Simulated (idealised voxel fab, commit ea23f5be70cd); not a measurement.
Presented below is a process module, voxel self aligned vias.
Square cell edge 5 nm, section width 210 nm, ID cut.
For the purposes of this document, a cross-section shall be understood as a grid of square cells, specified as bands listed in top-to-bottom order, each band consisting of one or more rows of cells. Top, bottom (nm), then materials left to right with widths (nm); lone material tagged "edge to edge" fills the whole band edge to edge; "air" = empty space. Heights are measured from 0, the level below which the as-received wafer is all one material; the lowest band has no bottom and continues downward, written as in "z 0 and below". You'd read "30->40" like this: the band's top row of cells is as wide as the first number, its bottom row is as wide as the second, and going down, every row changes width by the same amount as the row before did. You'll sometimes find "nothing altered" written for a step, and that's the way of saying that nowhere in the cross-section did a cell change during that step. "closed voids" enumerates empty spaces isolated from the top, with no open way to it, that contain at least 8 cells, giving each as width x height at distance from the left edge, all three in nm. If you see something after the settings on a step's line, that's the simulator's own remark about that step. Among the settings permitted on a step's line is "overlay nm"; applied to a step with a mask, it specifies the extent to which the mask lay to the right of its planned position, whereas a negative figure signifies a position to the left.

-- Below is the list of planned process steps
1,RECEIVE [material Si]
2,CONFORMAL_DEP [material SiO2] [thk nm 10]
3,CONFORMAL_DEP [material SiCN] [thk nm 5]
4,DIRECTIONAL_DEP [material SiO2] [thk nm 25]
5,DIRECTIONAL_DEP [material aC] [thk nm 15]
6,PATTERN [tone open] [mask id LINES] [material resist] [width nm 20] [pitch nm 65] [thk nm 30] [overlay nm 0]
7,DIRECTIONAL_ETCH [etch materials aC] [depth nm 15]
8,STRIP [etch materials resist]
9,DIRECTIONAL_ETCH [etch materials SiO2] [depth nm 25]
10,STRIP [etch materials aC]
11,CONFORMAL_DEP [material TiN] [thk nm 5]
12,FILL_DEP [material Ru] [thk nm 10]
13,CMP [height nm 40]
14,SELECTIVE_ETCH [etch materials W Ru TiN] [depth nm 10]
15,FILL_DEP [material SiN] [thk nm 5]
16,CMP [height nm 40]
17,DIRECTIONAL_DEP [material SiO2] [thk nm 20]
18,MASKED_ETCH [tone open] [mask id VIAS] [width nm 40] [pitch nm 130] [etch materials SiO2] [depth nm 20] [overlay nm 0]
19,MASKED_ETCH [tone open] [mask id VIAS] [width nm 40] [pitch nm 130] [etch materials SiN] [depth nm 10] [overlay nm 0]
20,CONFORMAL_DEP [material TiN] [thk nm 5]
21,FILL_DEP [material Cu] [thk nm 10]
22,CMP [height nm 60]
23,CONFORMAL_DEP [material SiCN] [thk nm 5]

-- Wafer cross-section on receipt, i.e. after step 1
> z 0 and below = Si edge to edge
> closed voids: none

-- End-of-module XS, first of two wafers, run as planned
> z 65 to 60 = SiCN edge to edge
> z 60 to 45 = 20 SiO2, then 5 TiN, then 30 Cu, then 5 TiN, then 90 SiO2, then 5 TiN, then 30 Cu, then 5 TiN, then 20 SiO2
> z 45 to 40 = 20 SiO2, then 15 TiN, then 10 Cu, then 15 TiN, then 90 SiO2, then 15 TiN, then 10 Cu, then 15 TiN, then 20 SiO2
> z 40 to 35 = 30 SiO2, then 5 TiN, then 10 Cu, then 5 TiN, then 45 SiO2, then 20 SiN, then 45 SiO2, then 5 TiN, then 10 Cu, then 5 TiN, then 30 SiO2
> z 35 to 30 = 30 SiO2, then 20 TiN, then 45 SiO2, then 20 SiN, then 45 SiO2, then 20 TiN, then 30 SiO2
> z 30 to 20 = 30 SiO2, then 5 TiN, then 10 Ru, then 5 TiN, then 45 SiO2, then 5 TiN, then 10 Ru, then 5 TiN, then 45 SiO2, then 5 TiN, then 10 Ru, then 5 TiN, then 30 SiO2
> z 20 to 15 = 30 SiO2, then 20 TiN, then 45 SiO2, then 20 TiN, then 45 SiO2, then 20 TiN, then 30 SiO2
> z 15 to 10 = SiCN edge to edge
> z 10 to 0 = SiO2 edge to edge
> z 0 and below = Si edge to edge
> closed voids: none

-- Second wafer through the module, sectioned at the end: same beginning and same plan as the first wafer, with one mistake in carrying it out
> z 65 to 60 = SiCN edge to edge
> z 60 to 45 = 20 SiO2, then 5 TiN, then 30 Cu, then 5 TiN, then 90 SiO2, then 5 TiN, then 30 Cu, then 5 TiN, then 20 SiO2
> z 45 to 40 = 20 SiO2, then 40 TiN, then 90 SiO2, then 40 TiN, then 20 SiO2
> z 40 to 30 = 20 SiN, then 10 TiN, then 20 SiO2, then 10 TiN, then 35 SiN, then 20 SiO2, then 35 SiN, then 10 TiN, then 20 SiO2, then 10 TiN, then 20 SiN
> z 30 to 20 = 25 Ru, then 5 TiN, then 20 SiO2, then 5 TiN, then 35 Ru, then 5 TiN, then 20 SiO2, then 5 TiN, then 35 Ru, then 5 TiN, then 20 SiO2, then 5 TiN, then 25 Ru
> z 20 to 15 = 30 TiN, then 20 SiO2, then 45 TiN, then 20 SiO2, then 45 TiN, then 20 SiO2, then 30 TiN
> z 15 to 10 = SiCN edge to edge
> z 10 to 0 = SiO2 edge to edge
> z 0 and below = Si edge to edge
> closed voids: none
Plan not followed: not per plan at step 6, really ran PATTERN [tone cover] [mask id LINES] [material resist] [width nm 20] [pitch nm 65] [thk nm 30] [overlay nm 0]
Wafer comparison, final, in cells, second relative to first, materials more or fewer: Cu -8; Ru +36; SiN +36; SiO2 -90; TiN +26
